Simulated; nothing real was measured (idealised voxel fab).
process module | voxel self aligned vias
cross-section cut | 220 nm wide | cells 5 nm
A cross-section is a grid of square cells, given in bands from the top down. A band is one or more rows of cells.
Each band's line starts with the height of the band's top and of its bottom, in nm. Then come its materials from left to right, each with its width in nm. One material with "throughout" fills the band from edge to edge. "air" is empty space.
Height 0 is the level under which the wafer as received is all one material. The lowest band goes on downwards, as in "0 down".
A width such as "30 to 40" changes by the same amount from each row of cells to the next, from the band's top row to its bottom row.
"no change" after a step means that no cell of the cross-section changed.
closed voids: empty space of 8 cells or more with no open way to the top, each as width x height at its distance from the left edge, in nm
after a step's settings: what the simulator itself notes on the step
overlay nm, on a step with a mask: how far to the right of its planned place the mask lay; to the left if negative
Each pair below shows a cross-section before one step and the cross-section after it, down to the lowest band that changed. The line under each pair gives the step between them, with its settings. The pairs can come from different runs of this module on the same starting wafer, so a pair continues from the pair above only where its "before" says so.
before
  50 to 35: SiO2 25 | air 40 | SiO2 80 | air 40 | SiO2 35
  35 to 25: SiO2 40 | air 20 | SiO2 40 | SiN 20 | SiO2 40 | air 20 | SiO2 40
  25 to 20: SiO2 40 | TiN 5 | W 10 | TiN 5 | SiO2 40 | TiN 5 | W 10 | TiN 5 | SiO2 40 | TiN 5 | W 10 | TiN 5 | SiO2 40
  20 to 15: SiO2 40 | TiN 20 | SiO2 40 | TiN 20 | SiO2 40 | TiN 20 | SiO2 40
  15 to 10: SiCN throughout
  10 to 0: SiO2 throughout
  0 down: Si throughout
  closed voids: none
after
  55 to 50: TiN 30 | air 30 | TiN 90 | air 30 | TiN 40
  50 to 40: SiO2 25 | TiN 5 | air 30 | TiN 5 | SiO2 80 | TiN 5 | air 30 | TiN 5 | SiO2 35
  40 to 35: SiO2 25 | TiN 20 | air 10 | TiN 10 | SiO2 80 | TiN 20 | air 10 | TiN 10 | SiO2 35
  35 to 30: SiO2 40 | TiN 5 | air 10 | TiN 5 | SiO2 40 | SiN 20 | SiO2 40 | TiN 5 | air 10 | TiN 5 | SiO2 40
  30 to 25: SiO2 40 | TiN 20 | SiO2 40 | SiN 20 | SiO2 40 | TiN 20 | SiO2 40
  below 25: unchanged
  closed voids: none
the step between: op CONFORMAL_DEP | material TiN | thk nm 5
before: the cross-section after the pair above
after
  60 to 55: W throughout
  55 to 50: TiN 30 | W 30 | TiN 90 | W 30 | TiN 40
  50 to 40: SiO2 25 | TiN 5 | W 30 | TiN 5 | SiO2 80 | TiN 5 | W 30 | TiN 5 | SiO2 35
  40 to 35: SiO2 25 | TiN 20 | W 10 | TiN 10 | SiO2 80 | TiN 20 | W 10 | TiN 10 | SiO2 35
  35 to 30: SiO2 40 | TiN 5 | W 10 | TiN 5 | SiO2 40 | SiN 20 | SiO2 40 | TiN 5 | W 10 | TiN 5 | SiO2 40
  below 30: unchanged
  closed voids: none
the step between: op FILL_DEP | material W | thk nm 5
before: the cross-section after the pair above
after
  50 to 40: SiO2 25 | TiN 5 | W 30 | TiN 5 | SiO2 80 | TiN 5 | W 30 | TiN 5 | SiO2 35
  below 40: unchanged
  closed voids: none
the step between: op CMP | height nm 50
before: the cross-section after the pair above
after
  55 to 50: SiCN throughout
  below 50: unchanged
  closed voids: none
the step between: op CONFORMAL_DEP | material SiCN | thk nm 5
before
  55 to 50: TiN 35 | air 30 | TiN 90 | air 30 | TiN 35
  50 to 40: SiO2 30 | TiN 5 | air 30 | TiN 5 | SiO2 80 | TiN 5 | air 30 | TiN 5 | SiO2 30
  40 to 35: SiO2 30 | TiN 15 | air 10 | TiN 15 | SiO2 80 | TiN 15 | air 10 | TiN 15 | SiO2 30
  35 to 30: SiO2 40 | TiN 5 | air 10 | TiN 5 | SiO2 40 | SiN 20 | SiO2 40 | TiN 5 | air 10 | TiN 5 | SiO2 40
  30 to 25: SiO2 40 | TiN 20 | SiO2 40 | SiN 20 | SiO2 40 | TiN 20 | SiO2 40
  25 to 20: SiO2 40 | TiN 5 | W 10 | TiN 5 | SiO2 40 | TiN 5 | W 10 | TiN 5 | SiO2 40 | TiN 5 | W 10 | TiN 5 | SiO2 40
  20 to 15: SiO2 40 | TiN 20 | SiO2 40 | TiN 20 | SiO2 40 | TiN 20 | SiO2 40
  15 to 10: SiCN throughout
  10 to 0: SiO2 throughout
  0 down: Si throughout
  closed voids: none
after
  60 to 55: aC throughout
  55 to 50: TiN 35 | aC 30 | TiN 90 | aC 30 | TiN 35
  50 to 40: SiO2 30 | TiN 5 | aC 30 | TiN 5 | SiO2 80 | TiN 5 | aC 30 | TiN 5 | SiO2 30
  40 to 35: SiO2 30 | TiN 15 | aC 10 | TiN 15 | SiO2 80 | TiN 15 | aC 10 | TiN 15 | SiO2 30
  35 to 30: SiO2 40 | TiN 5 | aC 10 | TiN 5 | SiO2 40 | SiN 20 | SiO2 40 | TiN 5 | aC 10 | TiN 5 | SiO2 40
  below 30: unchanged
  closed voids: none
the step between: op FILL_DEP | material aC | thk nm 5
before: the cross-section after the pair above
after
  50 to 40: SiO2 30 | TiN 5 | aC 30 | TiN 5 | SiO2 80 | TiN 5 | aC 30 | TiN 5 | SiO2 30
  below 40: unchanged
  closed voids: none
the step between: op CMP | height nm 50
before: the cross-section after the pair above
after
  55 to 50: SiCN throughout
  below 50: unchanged
  closed voids: none
the step between: op CONFORMAL_DEP | material SiCN | thk nm 5
before
  35 to 15: SiO2 throughout
  15 to 10: SiCN throughout
  10 to 0: SiO2 throughout
  0 down: Si throughout
  closed voids: none
after
  35 to 15: air 40 | SiO2 20 | air 40 | SiO2 20 | air 40 | SiO2 20 | air 40
  below 15: unchanged
  closed voids: none
the step between: op MASKED_ETCH | tone cover | mask id LINES | width nm 20 | pitch nm 60 | etch materials SiO2 | depth nm 20 | overlay nm 0
before: the cross-section after the pair above
after
  40 to 35: air 35 | TiN 30 | air 30 | TiN 30 | air 30 | TiN 30 | air 35
  35 to 20: air 35 | TiN 5 | SiO2 20 | TiN 5 | air 30 | TiN 5 | SiO2 20 | TiN 5 | air 30 | TiN 5 | SiO2 20 | TiN 5 | air 35
  20 to 15: TiN 40 | SiO2 20 | TiN 40 | SiO2 20 | TiN 40 | SiO2 20 | TiN 40
  below 15: unchanged
  closed voids: none
the step between: op CONFORMAL_DEP | material TiN | thk nm 5
before: the cross-section after the pair above
after
  45 to 40: W throughout
  40 to 35: W 35 | TiN 30 | W 30 | TiN 30 | W 30 | TiN 30 | W 35
  35 to 20: W 35 | TiN 5 | SiO2 20 | TiN 5 | W 30 | TiN 5 | SiO2 20 | TiN 5 | W 30 | TiN 5 | SiO2 20 | TiN 5 | W 35
  below 20: unchanged
  closed voids: none
the step between: op FILL_DEP | material W | thk nm 5
before: the cross-section after the pair above
after
  35 to 20: W 35 | TiN 5 | SiO2 20 | TiN 5 | W 30 | TiN 5 | SiO2 20 | TiN 5 | W 30 | TiN 5 | SiO2 20 | TiN 5 | W 35
  below 20: unchanged
  closed voids: none
the step between: op CMP | height nm 35
before: the cross-section after the pair above
after
  35 to 25: air 40 | SiO2 20 | air 40 | SiO2 20 | air 40 | SiO2 20 | air 40
  below 25: unchanged
  closed voids: none
the step between: op SELECTIVE_ETCH | etch materials W Ru TiN | depth nm 10
before: the cross-section after the pair above
after
  40 to 35: SiN throughout
  35 to 25: SiN 40 | SiO2 20 | SiN 40 | SiO2 20 | SiN 40 | SiO2 20 | SiN 40
  below 25: unchanged
  closed voids: none
the step between: op FILL_DEP | material SiN | thk nm 5
before: the cross-section after the pair above
after
  35 to 25: SiN 40 | SiO2 20 | SiN 40 | SiO2 20 | SiN 40 | SiO2 20 | SiN 40
  below 25: unchanged
  closed voids: none
the step between: op CMP | height nm 35
before: the cross-section after the pair above
after
  50 to 35: SiO2 throughout
  below 35: unchanged
  closed voids: none
the step between: op DIRECTIONAL_DEP | material SiO2 | thk nm 15
before: the cross-section after the pair above
after
  65 to 50: aC throughout
  below 50: unchanged
  closed voids: none
the step between: op DIRECTIONAL_DEP | material aC | thk nm 15
before: the cross-section after the pair above
after
  95 to 65: resist 30 | air 40 | resist 80 | air 40 | resist 30
  below 65: unchanged
  closed voids: none
the step between: op PATTERN | tone open | mask id VIAS | material resist | width nm 40 | pitch nm 120 | thk nm 30 | overlay nm 0
before: the cross-section after the pair above
after
  80 to 65: resist 30 | air 40 | resist 80 | air 40 | resist 30
  65 to 50: aC 30 | air 40 | aC 80 | air 40 | aC 30
  below 50: unchanged
  closed voids: none
the step between: op DIRECTIONAL_ETCH | etch materials aC | depth nm 15
before: the cross-section after the pair above
after
  65 to 50: aC 30 | air 40 | aC 80 | air 40 | aC 30
  below 50: unchanged
  closed voids: none
the step between: op STRIP | etch materials resist
before: the cross-section after the pair above
after
  65 to 50: aC 30 | air 40 | aC 80 | air 40 | aC 30
  50 to 35: SiO2 30 | air 40 | SiO2 80 | air 40 | SiO2 30
  below 35: unchanged
  closed voids: none
the step between: op DIRECTIONAL_ETCH | etch materials SiO2 | depth nm 15
before: the cross-section after the pair above
after
  65 to 50: aC 30 | air 40 | aC 80 | air 40 | aC 30
  50 to 35: SiO2 30 | air 40 | SiO2 80 | air 40 | SiO2 30
  35 to 25: SiN 30 | air 10 | SiO2 20 | air 10 | SiN 30 | SiO2 20 | SiN 30 | air 10 | SiO2 20 | air 10 | SiN 30
  below 25: unchanged
  closed voids: none
the step between: op DIRECTIONAL_ETCH | etch materials SiN | depth nm 10
before: the cross-section after the pair above
after
  50 to 35: SiO2 30 | air 40 | SiO2 80 | air 40 | SiO2 30
  below 35: unchanged
  closed voids: none
the step between: op STRIP | etch materials aC
before: the cross-section after the pair above
after
  55 to 50: TiN 35 | air 30 | TiN 90 | air 30 | TiN 35
  50 to 40: SiO2 30 | TiN 5 | air 30 | TiN 5 | SiO2 80 | TiN 5 | air 30 | TiN 5 | SiO2 30
  40 to 35: SiO2 30 | TiN 40 | SiO2 80 | TiN 40 | SiO2 30
  35 to 25: SiN 30 | TiN 10 | SiO2 20 | TiN 10 | SiN 30 | SiO2 20 | SiN 30 | TiN 10 | SiO2 20 | TiN 10 | SiN 30
  below 25: unchanged
  closed voids: none
the step between: op CONFORMAL_DEP | material TiN | thk nm 5
before: the cross-section after the pair above
after
  60 to 55: W throughout
  55 to 50: TiN 35 | W 30 | TiN 90 | W 30 | TiN 35
  50 to 40: SiO2 30 | TiN 5 | W 30 | TiN 5 | SiO2 80 | TiN 5 | W 30 | TiN 5 | SiO2 30
  below 40: unchanged
  closed voids: none
the step between: op FILL_DEP | material W | thk nm 5
before: the cross-section after the pair above
after
  50 to 40: SiO2 30 | TiN 5 | W 30 | TiN 5 | SiO2 80 | TiN 5 | W 30 | TiN 5 | SiO2 30
  below 40: unchanged
  closed voids: none
the step between: op CMP | height nm 50
before: the cross-section after the pair above
after
  55 to 50: SiCN throughout
  below 50: unchanged
  closed voids: none
the step between: op CONFORMAL_DEP | material SiCN | thk nm 5
